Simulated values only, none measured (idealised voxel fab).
Process module, titled voxel gate over fins
Square cells of 5 nm make up the cross-section cut, whose width is 290 nm.
How to read a cross-section here: the picture is a grid of square cells, written as bands going from the top down, and any band can span one or more rows of cells. Band entry format. Leading values: height of top, height of bottom, nm. Remainder: materials in left-to-right order, each with its width in nm. Special words: "all across" on a single material, which then fills the band edge to edge; "blank", empty space. Basically, 0 is our baseline, since under it the wafer straight out of the box is all one material. The bottom band has no lower end and keeps on going down, so it looks like "0 -> down". Read "30->40" as a graded width: first number on top, second number at the bottom, same change between each pair of neighbouring rows. What does "identical to before" mean for a step? It means no cell of the cross-section changed in that step. If an empty space has no open way to the top and is at least 8 cells in size, "Cavities, sealed" lists it, written width x height at distance, where distance is measured from the left edge and every value is in nm. Step line, after settings: the simulator's comment on this step. If you see "overlay nm" on a step's line and that step has a mask, it's telling you how far right of where it was planned the mask ended up; a negative number means it went left instead.
-- Here's what the planned process steps look like
- 1: op RECEIVE | material Si
- 2: op CONFORMAL_DEP | material SiN | thk nm 5
- 3: op PATTERN | tone cover | mask id FINS | material resist | width nm 15 | pitch nm 40 | thk nm 15 | overlay nm 0
- 4: op DIRECTIONAL_ETCH | etch materials SiN | depth nm 5
- 5: op DIRECTIONAL_ETCH | etch materials Si | depth nm 35
- 6: op STRIP | etch materials resist
- 7: op OXIDIZE | depth nm 5
- 8: op FILL_DEP | material SiO2 | thk nm 5
- 9: op CMP | height nm 5
- 10: op SELECTIVE_ETCH | etch materials SiO2 | depth nm 20
- 11: op STRIP | etch materials SiN
- 12: op CONFORMAL_DEP | material HfO2 | thk nm 5
- 13: op CONFORMAL_DEP | material TiN | thk nm 5
- 14: op FILL_DEP | material W | thk nm 15
- 15: op CMP | height nm 20
- 16: op CONFORMAL_DEP | material SiN | thk nm 10
-- Cross-section, incoming material, after step 1
0 -> down: Si all across
Cavities, sealed: none
-- Cross-section: first of two wafers, module finished, run according to plan
30 -> 20: SiN all across
20 -> 10: W all across
10 -> 5: 70 nm W | 25 nm TiN | 15 nm W | 25 nm TiN | 15 nm W | 25 nm TiN | 15 nm W | 25 nm TiN | 75 nm W
5 -> 0: 70 nm W | 5 nm TiN | 15 nm HfO2 | 5 nm TiN | 15 nm W | 5 nm TiN | 15 nm HfO2 | 5 nm TiN | 15 nm W | 5 nm TiN | 15 nm HfO2 | 5 nm TiN | 15 nm W | 5 nm TiN | 15 nm HfO2 | 5 nm TiN | 75 nm W
0 -> -5: 70 nm W | 5 nm TiN | 5 nm HfO2 | 5 nm Si | 5 nm HfO2 | 5 nm TiN | 15 nm W | 5 nm TiN | 5 nm HfO2 | 5 nm Si | 5 nm HfO2 | 5 nm TiN | 15 nm W | 5 nm TiN | 5 nm HfO2 | 5 nm Si | 5 nm HfO2 | 5 nm TiN | 15 nm W | 5 nm TiN | 5 nm HfO2 | 5 nm Si | 5 nm HfO2 | 5 nm TiN | 75 nm W
-5 -> -10: 75 nm TiN | 5 nm HfO2 | 5 nm Si | 5 nm HfO2 | 25 nm TiN | 5 nm HfO2 | 5 nm Si | 5 nm HfO2 | 25 nm TiN | 5 nm HfO2 | 5 nm Si | 5 nm HfO2 | 25 nm TiN | 5 nm HfO2 | 5 nm Si | 5 nm HfO2 | 80 nm TiN
-10 -> -15: 80 nm HfO2 | 5 nm Si | 35 nm HfO2 | 5 nm Si | 35 nm HfO2 | 5 nm Si | 35 nm HfO2 | 5 nm Si | 85 nm HfO2
-15 -> -40: 80 nm SiO2 | 5 nm Si | 35 nm SiO2 | 5 nm Si | 35 nm SiO2 | 5 nm Si | 35 nm SiO2 | 5 nm Si | 85 nm SiO2
-40 -> down: Si all across
Cavities, sealed: none
-- End-of-module cross-section of the second wafer: identical starting point and process plan to the first, with one processing mistake
30 -> 20: SiN all across
20 -> 10: W all across
10 -> 5: 80 nm TiN | 5 nm W | 35 nm TiN | 5 nm W | 35 nm TiN | 5 nm W | 35 nm TiN | 5 nm W | 85 nm TiN
5 -> 0: 75 nm HfO2 | 5 nm TiN | 5 nm W | 5 nm TiN | 25 nm HfO2 | 5 nm TiN | 5 nm W | 5 nm TiN | 25 nm HfO2 | 5 nm TiN | 5 nm W | 5 nm TiN | 25 nm HfO2 | 5 nm TiN | 5 nm W | 5 nm TiN | 80 nm HfO2
0 -> -5: 70 nm Si | 5 nm HfO2 | 5 nm TiN | 5 nm W | 5 nm TiN | 5 nm HfO2 | 15 nm Si | 5 nm HfO2 | 5 nm TiN | 5 nm W | 5 nm TiN | 5 nm HfO2 | 15 nm Si | 5 nm HfO2 | 5 nm TiN | 5 nm W | 5 nm TiN | 5 nm HfO2 | 15 nm Si | 5 nm HfO2 | 5 nm TiN | 5 nm W | 5 nm TiN | 5 nm HfO2 | 75 nm Si
-5 -> -10: 70 nm Si | 5 nm HfO2 | 15 nm TiN | 5 nm HfO2 | 15 nm Si | 5 nm HfO2 | 15 nm TiN | 5 nm HfO2 | 15 nm Si | 5 nm HfO2 | 15 nm TiN | 5 nm HfO2 | 15 nm Si | 5 nm HfO2 | 15 nm TiN | 5 nm HfO2 | 75 nm Si
-10 -> -15: 70 nm Si | 25 nm HfO2 | 15 nm Si | 25 nm HfO2 | 15 nm Si | 25 nm HfO2 | 15 nm Si | 25 nm HfO2 | 75 nm Si
-15 -> -40: 70 nm Si | 25 nm SiO2 | 15 nm Si | 25 nm SiO2 | 15 nm Si | 25 nm SiO2 | 15 nm Si | 25 nm SiO2 | 75 nm Si
-40 -> down: Si all across
Cavities, sealed: none
Here's what went sideways: off-plan run, step 3, actual operation and settings op PATTERN | tone open | mask id FINS | material resist | width nm 15 | pitch nm 40 | thk nm 15 | overlay nm 0
The final cell counts differ between the wafers, with the second having more or fewer of some materials than the first: +272 Si | -170 SiO2 | -102 W
